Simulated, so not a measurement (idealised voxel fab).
The process module presented herein is designated voxel fin reveal.
Square cells of 5 nm make up the cross-section cut, whose width is 245 nm.
The cross-sections in this document take the form of a grid made of square cells. They are written out as bands, in order from top to bottom. Each band consists of one or more rows of cells. Per band: top height and bottom height in nm, followed by the left-to-right materials and their widths in nm; "all across" marks a single material spanning edge to edge, "empty" marks empty space. Height is counted from the level 0, under which the received wafer is composed throughout of one material. The lowest of the bands is not closed at the bottom but continues downward, in the notation "0 and below". The notation "30->40" denotes a width that varies across the rows of cells in the band, beginning at the first number in the top row, finishing at the second number in the bottom row, and changing by an identical amount from each row to the next. Reading "no change" for a step: not a cell of the cross-section changed in it. Voids not open to the top, 8 cells minimum: see "Enclosed void list". Written width x height at distance; distance is from the left edge; nm. Past the settings on a step's line: simulator remark, on that step. overlay nm, on a step with a mask: how far to the right of its planned place the mask lay; to the left if negative.
THE FOLLOWING LIST GIVES THE PLANNED PROCESS STEPS
1 op RECEIVE | material Si
2 op CONFORMAL_DEP | material SiN | thk nm 5
3 op MASKED_ETCH | tone cover | mask id FINS | width nm 15 | pitch nm 45 | etch materials SiN | depth nm 5 | overlay nm -15
4 op MASKED_ETCH | tone cover | mask id FINS | width nm 15 | pitch nm 45 | etch materials Si | depth nm 30 | overlay nm 0
5 op OXIDIZE | depth nm 5
6 op FILL_DEP | material SiO2 | thk nm 10
7 op CMP | height nm 5
8 op SELECTIVE_ETCH | etch materials SiO2 | depth nm 20
9 op STRIP | etch materials SiN
10 op CONFORMAL_DEP | material HfO2 | thk nm 5
All wafers enter the flow in the same state. The overlay nm at step 3 differs from wafer to wafer, and the plan gives the value for the first wafer.
RECEIVED WAFERS, FIRST OF SEVERAL: CROSS-SECTION AFTER STEP 1
* 0 and below: Si all across
* Enclosed void list: none
WAFER ROWS; END OF MODULE; CELLS PER MATERIAL SINCE RECEIPT: (+) GAINED, (-) LOST; THEN CLOSED VOIDS
overlay nm -15, +67 HfO2, -268 Si, +148 SiO2, Enclosed void list: none
overlay nm -10, +67 HfO2, -286 Si, +160 SiO2, Enclosed void list: none
overlay nm -5, +67 HfO2, -304 Si, +172 SiO2, Enclosed void list: none
overlay nm 0, +67 HfO2, -322 Si, +184 SiO2, Enclosed void list: none
overlay nm 5, +67 HfO2, -304 Si, +172 SiO2, Enclosed void list: none
overlay nm 10, +67 HfO2, -286 Si, +160 SiO2, Enclosed void list: none
overlay nm 15, +67 HfO2, -268 Si, +148 SiO2, Enclosed void list: none
